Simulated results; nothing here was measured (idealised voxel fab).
process module | voxel released beams
cross-section cut | 205 nm wide | cells 5 nm
A cross-section is a grid of square cells, given in bands from the top down. A band is one or more rows of cells.
Each band's line starts with the height of the band's top and of its bottom, in nm. Then come its materials from left to right, each with its width in nm. One material with "throughout" fills the band from edge to edge. "air" is empty space.
Height 0 is the level under which the wafer as received is all one material. The lowest band goes on downwards, as in "0 down".
A width such as "30 to 40" changes by the same amount from each row of cells to the next, from the band's top row to its bottom row.
"no change" after a step means that no cell of the cross-section changed.
closed voids: empty space of 8 cells or more with no open way to the top, each as width x height at its distance from the left edge, in nm
after a step's settings: what the simulator itself notes on the step
overlay nm, on a step with a mask: how far to the right of its planned place the mask lay; to the left if negative
plan
1 op RECEIVE | material Si
2 op CONFORMAL_DEP | material SiN | thk nm 5
3 op DIRECTIONAL_DEP | material SiO2 | thk nm 20
4 op MASKED_ETCH | tone open | mask id ANCHOR | width nm 25 | etch materials SiO2 | depth nm 20 | overlay nm 0
5 op CONFORMAL_DEP | material polySi | thk nm 10
6 op PATTERN | tone cover | mask id BEAM | material resist | width nm 80 | thk nm 20 | overlay nm 0
7 op DIRECTIONAL_ETCH | etch materials polySi | depth nm 10
8 op STRIP | etch materials resist
9 op STRIP | etch materials SiO2
as received, after step 1
  0 down: Si throughout
  closed voids: none
a wafer at the end: this start, this plan, one mistake
  0 down: Si throughout
  closed voids: none
what went wrong: step 2 ran as: op CONFORMAL_DEP | material SiO2 | thk nm 5
